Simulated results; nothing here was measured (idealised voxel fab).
Process module under the name voxel gate over fins
Pictured: cross-section cut, 245 nm wide, on a grid of 5 nm square cells.
How to read a cross-section here: the picture is a grid of square cells, written as bands going from the top down, and any band can span one or more rows of cells.
Each band's line starts with the height of the band's top and of its bottom, in nm. Then come its materials from left to right, each with its width in nm. One material with "edge to edge" fills the band from edge to edge. "blank" is empty space.
Counting heights begins at 0, where everything beneath is, in the wafer as received, one material. The lowest band has no bottom; it goes on downwards, as "top 0, no bottom" shows.
Quick explanation for "30 to 40": the width changes in equal steps down the rows of cells, from the first number in the band's top row to the second number in its bottom row.
"identical to before" means the step left every cell of the cross-section as it was.
For the entry "Non-vented voids", the listed items are empty spaces with no open way to the top whose size is 8 cells or more; each item follows the pattern width x height at distance, where distance is from the left edge and all three are in nm.
The remark found on a step's line after its settings is issued by the simulator itself and pertains to that step.
Each step line may optionally specify "overlay nm", which for a step with a mask gives the rightward distance between the mask's planned place and where it lay, a negative value indicating the leftward direction.

[Intended process steps]
step 1: RECEIVE with material Si
step 2: CONFORMAL_DEP with material SiN, thk nm 5
step 3: PATTERN with tone cover, mask id FINS, material resist, width nm 15, pitch nm 45, thk nm 20, overlay nm 0
step 4: DIRECTIONAL_ETCH with etch materials SiN, depth nm 5
step 5: DIRECTIONAL_ETCH with etch materials Si, depth nm 40
step 6: STRIP with etch materials resist
step 7: FILL_DEP with material SiO2, thk nm 10
step 8: CMP with height nm 5
step 9: SELECTIVE_ETCH with etch materials SiO2, depth nm 20
step 10: STRIP with etch materials SiN
step 11: CONFORMAL_DEP with material HfO2, thk nm 5
step 12: CONFORMAL_DEP with material TiN, thk nm 5
step 13: CONFORMAL_DEP with material TiAl, thk nm 5
step 14: CONFORMAL_DEP with material TiN, thk nm 5
step 15: FILL_DEP with material W, thk nm 10
step 16: CMP with height nm 25
step 17: CONFORMAL_DEP with material SiN, thk nm 10

[So, the first of our two wafers, run just as we planned it]

[Cross-section of the wafer as it came to us, i.e., already through step 1]
* top 0, no bottom = Si edge to edge
* Non-vented voids: none

[You're looking at a cross-section of the wafer after step 2]
* top 5, bottom 0 = SiN edge to edge
* Everything under 0 stays put, no change at all.

[You're looking at a cross-section of the wafer after step 3]
* top 25, bottom 5 = blank 45 | resist 15 | blank 30 | resist 15 | blank 30 | resist 15 | blank 30 | resist 15 | blank 50
* Everything under 5 stays put, no change at all.

[You're looking at a cross-section of the wafer after step 4]
* top 25, bottom 5 = blank 45 | resist 15 | blank 30 | resist 15 | blank 30 | resist 15 | blank 30 | resist 15 | blank 50
* top 5, bottom 0 = blank 45 | SiN 15 | blank 30 | SiN 15 | blank 30 | SiN 15 | blank 30 | SiN 15 | blank 50
* Everything under 0 stays put, no change at all.

[You're looking at a cross-section of the wafer after step 5]
* top 25, bottom 5 = blank 45 | resist 15 | blank 30 | resist 15 | blank 30 | resist 15 | blank 30 | resist 15 | blank 50
* top 5, bottom 0 = blank 45 | SiN 15 | blank 30 | SiN 15 | blank 30 | SiN 15 | blank 30 | SiN 15 | blank 50
* top 0, bottom -40 = blank 45 | Si 15 | blank 30 | Si 15 | blank 30 | Si 15 | blank 30 | Si 15 | blank 50
* Everything under -40 stays put, no change at all.

[You're looking at a cross-section of the wafer after step 6]
* top 5, bottom 0 = blank 45 | SiN 15 | blank 30 | SiN 15 | blank 30 | SiN 15 | blank 30 | SiN 15 | blank 50
* Everything under 0 stays put, no change at all.

[You're looking at a cross-section of the wafer after step 7]
* top 15, bottom 5 = SiO2 edge to edge
* top 5, bottom 0 = SiO2 45 | SiN 15 | SiO2 30 | SiN 15 | SiO2 30 | SiN 15 | SiO2 30 | SiN 15 | SiO2 50
* top 0, bottom -40 = SiO2 45 | Si 15 | SiO2 30 | Si 15 | SiO2 30 | Si 15 | SiO2 30 | Si 15 | SiO2 50
* Everything under -40 stays put, no change at all.

[You're looking at a cross-section of the wafer after step 8]
* top 5, bottom 0 = SiO2 45 | SiN 15 | SiO2 30 | SiN 15 | SiO2 30 | SiN 15 | SiO2 30 | SiN 15 | SiO2 50
* Everything under 0 stays put, no change at all.

[You're looking at a cross-section of the wafer after step 9]
* top 5, bottom 0 = blank 45 | SiN 15 | blank 30 | SiN 15 | blank 30 | SiN 15 | blank 30 | SiN 15 | blank 50
* top 0, bottom -15 = blank 45 | Si 15 | blank 30 | Si 15 | blank 30 | Si 15 | blank 30 | Si 15 | blank 50
* Everything under -15 stays put, no change at all.

[You're looking at a cross-section of the wafer after step 10]
* top 0, bottom -15 = blank 45 | Si 15 | blank 30 | Si 15 | blank 30 | Si 15 | blank 30 | Si 15 | blank 50
* Everything under -15 stays put, no change at all.

[You're looking at a cross-section of the wafer after step 11]
* top 5, bottom 0 = blank 40 | HfO2 25 | blank 20 | HfO2 25 | blank 20 | HfO2 25 | blank 20 | HfO2 25 | blank 45
* top 0, bottom -10 = blank 40 | HfO2 5 | Si 15 | HfO2 5 | blank 20 | HfO2 5 | Si 15 | HfO2 5 | blank 20 | HfO2 5 | Si 15 | HfO2 5 | blank 20 | HfO2 5 | Si 15 | HfO2 5 | blank 45
* top -10, bottom -15 = HfO2 45 | Si 15 | HfO2 30 | Si 15 | HfO2 30 | Si 15 | HfO2 30 | Si 15 | HfO2 50
* Everything under -15 stays put, no change at all.

[You're looking at a cross-section of the wafer after step 12]
* top 10, bottom 5 = blank 35 | TiN 35 | blank 10 | TiN 35 | blank 10 | TiN 35 | blank 10 | TiN 35 | blank 40
* top 5, bottom 0 = blank 35 | TiN 5 | HfO2 25 | TiN 5 | blank 10 | TiN 5 | HfO2 25 | TiN 5 | blank 10 | TiN 5 | HfO2 25 | TiN 5 | blank 10 | TiN 5 | HfO2 25 | TiN 5 | blank 40
* top 0, bottom -5 = blank 35 | TiN 5 | HfO2 5 | Si 15 | HfO2 5 | TiN 5 | blank 10 | TiN 5 | HfO2 5 | Si 15 | HfO2 5 | TiN 5 | blank 10 | TiN 5 | HfO2 5 | Si 15 | HfO2 5 | TiN 5 | blank 10 | TiN 5 | HfO2 5 | Si 15 | HfO2 5 | TiN 5 | blank 40
* top -5, bottom -10 = TiN 40 | HfO2 5 | Si 15 | HfO2 5 | TiN 20 | HfO2 5 | Si 15 | HfO2 5 | TiN 20 | HfO2 5 | Si 15 | HfO2 5 | TiN 20 | HfO2 5 | Si 15 | HfO2 5 | TiN 45
* Everything under -10 stays put, no change at all.

[You're looking at a cross-section of the wafer after step 13]
* top 15, bottom 10 = blank 30 | TiAl 180 | blank 35
* top 10, bottom 5 = blank 30 | TiAl 5 | TiN 35 | TiAl 10 | TiN 35 | TiAl 10 | TiN 35 | TiAl 10 | TiN 35 | TiAl 5 | blank 35
* top 5, bottom 0 = blank 30 | TiAl 5 | TiN 5 | HfO2 25 | TiN 5 | TiAl 10 | TiN 5 | HfO2 25 | TiN 5 | TiAl 10 | TiN 5 | HfO2 25 | TiN 5 | TiAl 10 | TiN 5 | HfO2 25 | TiN 5 | TiAl 5 | blank 35
* top 0, bottom -5 = TiAl 35 | TiN 5 | HfO2 5 | Si 15 | HfO2 5 | TiN 5 | TiAl 10 | TiN 5 | HfO2 5 | Si 15 | HfO2 5 | TiN 5 | TiAl 10 | TiN 5 | HfO2 5 | Si 15 | HfO2 5 | TiN 5 | TiAl 10 | TiN 5 | HfO2 5 | Si 15 | HfO2 5 | TiN 5 | TiAl 40
* Everything under -5 stays put, no change at all.

[You're looking at a cross-section of the wafer after step 14]
* top 20, bottom 15 = blank 25 | TiN 190 | blank 30
* top 15, bottom 10 = blank 25 | TiN 5 | TiAl 180 | TiN 5 | blank 30
* top 10, bottom 5 = blank 25 | TiN 5 | TiAl 5 | TiN 35 | TiAl 10 | TiN 35 | TiAl 10 | TiN 35 | TiAl 10 | TiN 35 | TiAl 5 | TiN 5 | blank 30
* top 5, bottom 0 = TiN 30 | TiAl 5 | TiN 5 | HfO2 25 | TiN 5 | TiAl 10 | TiN 5 | HfO2 25 | TiN 5 | TiAl 10 | TiN 5 | HfO2 25 | TiN 5 | TiAl 10 | TiN 5 | HfO2 25 | TiN 5 | TiAl 5 | TiN 35
* Everything under 0 stays put, no change at all.

[You're looking at a cross-section of the wafer after step 15]
* top 30, bottom 20 = W edge to edge
* top 20, bottom 15 = W 25 | TiN 190 | W 30
* top 15, bottom 10 = W 25 | TiN 5 | TiAl 180 | TiN 5 | W 30
* top 10, bottom 5 = W 25 | TiN 5 | TiAl 5 | TiN 35 | TiAl 10 | TiN 35 | TiAl 10 | TiN 35 | TiAl 10 | TiN 35 | TiAl 5 | TiN 5 | W 30
* Everything under 5 stays put, no change at all.

[You're looking at a cross-section of the wafer after step 16]
* top 25, bottom 20 = W edge to edge
* Everything under 20 stays put, no change at all.

[You're looking at a cross-section of the wafer after step 17]
* top 35, bottom 25 = SiN edge to edge
* Everything under 25 stays put, no change at all.

[Wafer two: like wafer one in start and plan, but with one mistake in execution; identical up to and including step 2]

[Look at the second wafer in cross-section at the time step 3 ought to have finished]
* top 25, bottom 5 = blank 40 | resist 15 | blank 30 | resist 15 | blank 30 | resist 15 | blank 30 | resist 15 | blank 55
* Everything under 5 stays put, no change at all.

[Look at the second wafer in cross-section at the time step 4 ought to have finished]
* top 25, bottom 5 = blank 40 | resist 15 | blank 30 | resist 15 | blank 30 | resist 15 | blank 30 | resist 15 | blank 55
* top 5, bottom 0 = blank 40 | SiN 15 | blank 30 | SiN 15 | blank 30 | SiN 15 | blank 30 | SiN 15 | blank 55
* Everything under 0 stays put, no change at all.

[Look at the second wafer in cross-section at the time step 5 ought to have finished]
* top 25, bottom 5 = blank 40 | resist 15 | blank 30 | resist 15 | blank 30 | resist 15 | blank 30 | resist 15 | blank 55
* top 5, bottom 0 = blank 40 | SiN 15 | blank 30 | SiN 15 | blank 30 | SiN 15 | blank 30 | SiN 15 | blank 55
* top 0, bottom -40 = blank 40 | Si 15 | blank 30 | Si 15 | blank 30 | Si 15 | blank 30 | Si 15 | blank 55
* Everything under -40 stays put, no change at all.

[Look at the second wafer in cross-section at the time step 6 ought to have finished]
* top 5, bottom 0 = blank 40 | SiN 15 | blank 30 | SiN 15 | blank 30 | SiN 15 | blank 30 | SiN 15 | blank 55
* Everything under 0 stays put, no change at all.

[Look at the second wafer in cross-section at the time step 7 ought to have finished]
* top 15, bottom 5 = SiO2 edge to edge
* top 5, bottom 0 = SiO2 40 | SiN 15 | SiO2 30 | SiN 15 | SiO2 30 | SiN 15 | SiO2 30 | SiN 15 | SiO2 55
* top 0, bottom -40 = SiO2 40 | Si 15 | SiO2 30 | Si 15 | SiO2 30 | Si 15 | SiO2 30 | Si 15 | SiO2 55
* Everything under -40 stays put, no change at all.

[Look at the second wafer in cross-section at the time step 8 ought to have finished]
* top 5, bottom 0 = SiO2 40 | SiN 15 | SiO2 30 | SiN 15 | SiO2 30 | SiN 15 | SiO2 30 | SiN 15 | SiO2 55
* Everything under 0 stays put, no change at all.

[Look at the second wafer in cross-section at the time step 9 ought to have finished]
* top 5, bottom 0 = blank 40 | SiN 15 | blank 30 | SiN 15 | blank 30 | SiN 15 | blank 30 | SiN 15 | blank 55
* top 0, bottom -15 = blank 40 | Si 15 | blank 30 | Si 15 | blank 30 | Si 15 | blank 30 | Si 15 | blank 55
* Everything under -15 stays put, no change at all.

[Look at the second wafer in cross-section at the time step 10 ought to have finished]
* top 0, bottom -15 = blank 40 | Si 15 | blank 30 | Si 15 | blank 30 | Si 15 | blank 30 | Si 15 | blank 55
* Everything under -15 stays put, no change at all.

[Look at the second wafer in cross-section at the time step 11 ought to have finished]
* top 5, bottom 0 = blank 35 | HfO2 25 | blank 20 | HfO2 25 | blank 20 | HfO2 25 | blank 20 | HfO2 25 | blank 50
* top 0, bottom -10 = blank 35 | HfO2 5 | Si 15 | HfO2 5 | blank 20 | HfO2 5 | Si 15 | HfO2 5 | blank 20 | HfO2 5 | Si 15 | HfO2 5 | blank 20 | HfO2 5 | Si 15 | HfO2 5 | blank 50
* top -10, bottom -15 = HfO2 40 | Si 15 | HfO2 30 | Si 15 | HfO2 30 | Si 15 | HfO2 30 | Si 15 | HfO2 55
* Everything under -15 stays put, no change at all.

[Look at the second wafer in cross-section at the time step 12 ought to have finished]
* top 10, bottom 5 = blank 30 | TiN 35 | blank 10 | TiN 35 | blank 10 | TiN 35 | blank 10 | TiN 35 | blank 45
* top 5, bottom 0 = blank 30 | TiN 5 | HfO2 25 | TiN 5 | blank 10 | TiN 5 | HfO2 25 | TiN 5 | blank 10 | TiN 5 | HfO2 25 | TiN 5 | blank 10 | TiN 5 | HfO2 25 | TiN 5 | blank 45
* top 0, bottom -5 = blank 30 | TiN 5 | HfO2 5 | Si 15 | HfO2 5 | TiN 5 | blank 10 | TiN 5 | HfO2 5 | Si 15 | HfO2 5 | TiN 5 | blank 10 | TiN 5 | HfO2 5 | Si 15 | HfO2 5 | TiN 5 | blank 10 | TiN 5 | HfO2 5 | Si 15 | HfO2 5 | TiN 5 | blank 45
* top -5, bottom -10 = TiN 35 | HfO2 5 | Si 15 | HfO2 5 | TiN 20 | HfO2 5 | Si 15 | HfO2 5 | TiN 20 | HfO2 5 | Si 15 | HfO2 5 | TiN 20 | HfO2 5 | Si 15 | HfO2 5 | TiN 50
* Everything under -10 stays put, no change at all.

[Look at the second wafer in cross-section at the time step 13 ought to have finished]
* top 15, bottom 10 = blank 25 | TiAl 180 | blank 40
* top 10, bottom 5 = blank 25 | TiAl 5 | TiN 35 | TiAl 10 | TiN 35 | TiAl 10 | TiN 35 | TiAl 10 | TiN 35 | TiAl 5 | blank 40
* top 5, bottom 0 = blank 25 | TiAl 5 | TiN 5 | HfO2 25 | TiN 5 | TiAl 10 | TiN 5 | HfO2 25 | TiN 5 | TiAl 10 | TiN 5 | HfO2 25 | TiN 5 | TiAl 10 | TiN 5 | HfO2 25 | TiN 5 | TiAl 5 | blank 40
* top 0, bottom -5 = TiAl 30 | TiN 5 | HfO2 5 | Si 15 | HfO2 5 | TiN 5 | TiAl 10 | TiN 5 | HfO2 5 | Si 15 | HfO2 5 | TiN 5 | TiAl 10 | TiN 5 | HfO2 5 | Si 15 | HfO2 5 | TiN 5 | TiAl 10 | TiN 5 | HfO2 5 | Si 15 | HfO2 5 | TiN 5 | TiAl 45
* Everything under -5 stays put, no change at all.

[Look at the second wafer in cross-section at the time step 14 ought to have finished]
* top 20, bottom 15 = blank 20 | TiN 190 | blank 35
* top 15, bottom 10 = blank 20 | TiN 5 | TiAl 180 | TiN 5 | blank 35
* top 10, bottom 5 = blank 20 | TiN 5 | TiAl 5 | TiN 35 | TiAl 10 | TiN 35 | TiAl 10 | TiN 35 | TiAl 10 | TiN 35 | TiAl 5 | TiN 5 | blank 35
* top 5, bottom 0 = TiN 25 | TiAl 5 | TiN 5 | HfO2 25 | TiN 5 | TiAl 10 | TiN 5 | HfO2 25 | TiN 5 | TiAl 10 | TiN 5 | HfO2 25 | TiN 5 | TiAl 10 | TiN 5 | HfO2 25 | TiN 5 | TiAl 5 | TiN 40
* Everything under 0 stays put, no change at all.

[Look at the second wafer in cross-section at the time step 15 ought to have finished]
* top 30, bottom 20 = W edge to edge
* top 20, bottom 15 = W 20 | TiN 190 | W 35
* top 15, bottom 10 = W 20 | TiN 5 | TiAl 180 | TiN 5 | W 35
* top 10, bottom 5 = W 20 | TiN 5 | TiAl 5 | TiN 35 | TiAl 10 | TiN 35 | TiAl 10 | TiN 35 | TiAl 10 | TiN 35 | TiAl 5 | TiN 5 | W 35
* Everything under 5 stays put, no change at all.

[Look at the second wafer in cross-section at the time step 16 ought to have finished]
* top 25, bottom 20 = W edge to edge
* Everything under 20 stays put, no change at all.

[Look at the second wafer in cross-section at the time step 17 ought to have finished]
* top 35, bottom 25 = SiN edge to edge
* Everything under 25 stays put, no change at all.
It is concluded that the wafer was processed incorrectly with respect to the plan, in that not per plan at step 3, really ran PATTERN with tone cover, mask id FINS, material resist, width nm 15, pitch nm 45, thk nm 20, overlay nm -5
Upon completion, the cell count for each material on the second wafer equals that on the first, whereas the spatial distribution of those cells differs.
